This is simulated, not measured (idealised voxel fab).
Process module heading - voxel transistor to metal
Section shown: cut. Width: 180 nm. Cell size: 5 nm, square.
Cross-sections here: square-cell grids, written as top-down lists of bands, a band being one or more rows of cells.
Each band's line starts with the height of the band's top and of its bottom, in nm. Then come its materials from left to right, each with its width in nm. One material with "everywhere" fills the band from edge to edge. "empty" is empty space.
Heights are reckoned from 0. Under this level, the received wafer is all of one material. The bottommost band is open-ended downward, for example "0..down".
Read "30..40" as a graded width: first number on top, second number at the bottom, same change between each pair of neighbouring rows.
"left unchanged" -> step changed no cross-section cell.
What "Closed void roster" gives you is every empty space of 8 cells or more that is cut off from the top. Each appears as width x height at distance, with the distance taken from the left edge and width, height and distance all in nm.
Text after the settings on a step's line: the simulator's own remark on that step.
When a step includes a mask, the "overlay nm" setting on its line states how far to the right of its planned place that mask lay, and negative values state how far to the left.

-- This section lists the process steps that were planned
1,RECEIVE with material Si
2,CONFORMAL_DEP with material SiO2, thk nm 5
3,CONFORMAL_DEP with material SiN, thk nm 10
4,MASKED_ETCH with tone cover, mask id ACTIVE, width nm 110, etch materials SiN, depth nm 10, overlay nm 0
5,MASKED_ETCH with tone cover, mask id ACTIVE, width nm 110, etch materials SiO2, depth nm 5, overlay nm 0
6,MASKED_ETCH with tone cover, mask id ACTIVE, width nm 110, etch materials Si, depth nm 30, overlay nm 0
7,OXIDIZE with depth nm 5
8,FILL_DEP with material SiO2, thk nm 5
9,CMP with height nm 15
10,SELECTIVE_ETCH with etch materials SiO2, depth nm 10
11,STRIP with etch materials SiN
12,SELECTIVE_ETCH with etch materials SiO2, depth nm 5
13,OXIDIZE with depth nm 5
14,DIRECTIONAL_DEP with material polySi, thk nm 20
15,DIRECTIONAL_DEP with material SiCN, thk nm 10
16,PATTERN with tone cover, mask id GATE, material resist, width nm 30, thk nm 15, overlay nm 0
17,DIRECTIONAL_ETCH with etch materials SiCN, depth nm 20
18,DIRECTIONAL_ETCH with etch materials polySi, depth nm 30
19,STRIP with etch materials resist
20,CONFORMAL_DEP with material SiN, thk nm 10
21,DIRECTIONAL_ETCH with etch materials SiN, depth nm 10
22,DIRECTIONAL_ETCH with etch materials SiO2, depth nm 5
23,EPI with material pSi, thk nm 5
24,FILL_DEP with material SiO2, thk nm 10
25,CMP with height nm 20
26,STRIP with etch materials polySi
27,SELECTIVE_ETCH with etch materials SiO2, depth nm 5
28,CONFORMAL_DEP with material HfO2, thk nm 5
29,CONFORMAL_DEP with material TiN, thk nm 5
30,FILL_DEP with material W, thk nm 10
31,CMP with height nm 15
32,DIRECTIONAL_DEP with material SiO2, thk nm 10
33,MASKED_ETCH with tone open, mask id CONTACT, width nm 20, pitch nm 80, etch materials SiO2, depth nm 25, overlay nm 0
34,CONFORMAL_DEP with material TiN, thk nm 5
35,FILL_DEP with material Ru, thk nm 5
36,CMP with height nm 25
37,CONFORMAL_DEP with material SiN, thk nm 5
38,DIRECTIONAL_DEP with material lowk, thk nm 20
39,DIRECTIONAL_DEP with material aC, thk nm 15
40,PATTERN with tone open, mask id METAL_1, material resist, width nm 20, pitch nm 80, thk nm 30, overlay nm 0
41,DIRECTIONAL_ETCH with etch materials aC, depth nm 15
42,STRIP with etch materials resist
43,DIRECTIONAL_ETCH with etch materials lowk, depth nm 20
44,DIRECTIONAL_ETCH with etch materials SiN, depth nm 5
45,STRIP with etch materials aC
46,CONFORMAL_DEP with material TiN, thk nm 5
47,FILL_DEP with material Cu, thk nm 5
48,CMP with height nm 50
49,CONFORMAL_DEP with material SiCN, thk nm 5
50,DIRECTIONAL_DEP with material SiO2, thk nm 30
51,MASKED_ETCH with tone open, mask id METAL_2_HOLES, width nm 15, pitch nm 80, etch materials SiO2, depth nm 30, overlay nm 0
52,MASKED_ETCH with tone open, mask id METAL_2, width nm 20, pitch nm 80, etch materials SiO2, depth nm 20, overlay nm 0
53,MASKED_ETCH with tone open, mask id METAL_2, width nm 20, pitch nm 80, etch materials SiCN, depth nm 5, overlay nm 0
54,CONFORMAL_DEP with material TiN, thk nm 5
55,FILL_DEP with material Ru, thk nm 10
56,CMP with height nm 85
57,CONFORMAL_DEP with material SiN, thk nm 5

-- So this is the incoming wafer in cross-section - it's already been through step 1
0..down | Si everywhere
Closed void roster: none

-- The first of the two wafers as seen in cross-section once the module was finished; processing followed the plan
90..85 | SiN everywhere
85..70 | SiO2 40 nm, TiN 5 nm, Ru 10 nm, TiN 5 nm, SiO2 60 nm, TiN 5 nm, Ru 10 nm, TiN 5 nm, SiO2 40 nm
70..65 | SiO2 40 nm, TiN 5 nm, Ru 5 nm, TiN 10 nm, SiO2 60 nm, TiN 5 nm, Ru 5 nm, TiN 10 nm, SiO2 40 nm
65..55 | SiO2 40 nm, TiN 5 nm, Ru 5 nm, TiN 5 nm, SiO2 65 nm, TiN 5 nm, Ru 5 nm, TiN 5 nm, SiO2 45 nm
55..50 | SiCN 40 nm, TiN 15 nm, SiCN 65 nm, TiN 15 nm, SiCN 45 nm
50..30 | lowk 40 nm, TiN 5 nm, Cu 10 nm, TiN 5 nm, lowk 60 nm, TiN 5 nm, Cu 10 nm, TiN 5 nm, lowk 40 nm
30..25 | SiN 40 nm, TiN 20 nm, SiN 60 nm, TiN 20 nm, SiN 40 nm
25..15 | SiO2 40 nm, TiN 5 nm, Ru 10 nm, TiN 5 nm, SiO2 60 nm, TiN 5 nm, Ru 10 nm, TiN 5 nm, SiO2 40 nm
15..5 | SiO2 40 nm, TiN 5 nm, Ru 10 nm, TiN 5 nm, SiO2 5 nm, SiN 10 nm, HfO2 5 nm, TiN 5 nm, W 10 nm, TiN 5 nm, HfO2 5 nm, SiN 10 nm, SiO2 5 nm, TiN 5 nm, Ru 10 nm, TiN 5 nm, SiO2 40 nm
5..0 | SiO2 40 nm, TiN 20 nm, SiO2 5 nm, SiN 10 nm, HfO2 5 nm, TiN 20 nm, HfO2 5 nm, SiN 10 nm, SiO2 5 nm, TiN 20 nm, SiO2 40 nm
0..-5 | SiO2 35 nm, pSi 30 nm, SiO2 5 nm, HfO2 40 nm, SiO2 5 nm, pSi 30 nm, SiO2 35 nm
-5..-35 | SiO2 40 nm, Si 100 nm, SiO2 40 nm
-35..down | Si everywhere
Closed void roster: none

-- Wafer two cross-section, module end. Start and plan unchanged from wafer one; one mistake made during the run
90..85 | SiN everywhere
85..70 | SiO2 40 nm, TiN 5 nm, Ru 5 nm, TiN 5 nm, SiO2 65 nm, TiN 5 nm, Ru 5 nm, TiN 5 nm, SiO2 45 nm
70..65 | SiO2 40 nm, TiN 15 nm, SiO2 65 nm, TiN 15 nm, SiO2 45 nm
65..55 | SiO2 everywhere
55..50 | SiCN everywhere
50..30 | lowk 40 nm, TiN 5 nm, Cu 10 nm, TiN 5 nm, lowk 60 nm, TiN 5 nm, Cu 10 nm, TiN 5 nm, lowk 40 nm
30..25 | SiN 40 nm, TiN 20 nm, SiN 60 nm, TiN 20 nm, SiN 40 nm
25..15 | SiO2 40 nm, TiN 5 nm, Ru 10 nm, TiN 5 nm, SiO2 60 nm, TiN 5 nm, Ru 10 nm, TiN 5 nm, SiO2 40 nm
15..5 | SiO2 40 nm, TiN 5 nm, Ru 10 nm, TiN 5 nm, SiO2 5 nm, SiN 10 nm, HfO2 5 nm, TiN 5 nm, W 10 nm, TiN 5 nm, HfO2 5 nm, SiN 10 nm, SiO2 5 nm, TiN 5 nm, Ru 10 nm, TiN 5 nm, SiO2 40 nm
5..0 | SiO2 40 nm, TiN 20 nm, SiO2 5 nm, SiN 10 nm, HfO2 5 nm, TiN 20 nm, HfO2 5 nm, SiN 10 nm, SiO2 5 nm, TiN 20 nm, SiO2 40 nm
0..-5 | SiO2 35 nm, pSi 30 nm, SiO2 5 nm, HfO2 40 nm, SiO2 5 nm, pSi 30 nm, SiO2 35 nm
-5..-35 | SiO2 40 nm, Si 100 nm, SiO2 40 nm
-35..down | Si everywhere
Closed void roster: none
What was the processing mistake? step 50 from the plan got run twice
at the end the second wafer has, in cells: Ru: 12 fewer; SiCN: 6 more; SiO2: 20 more; TiN: 14 fewer
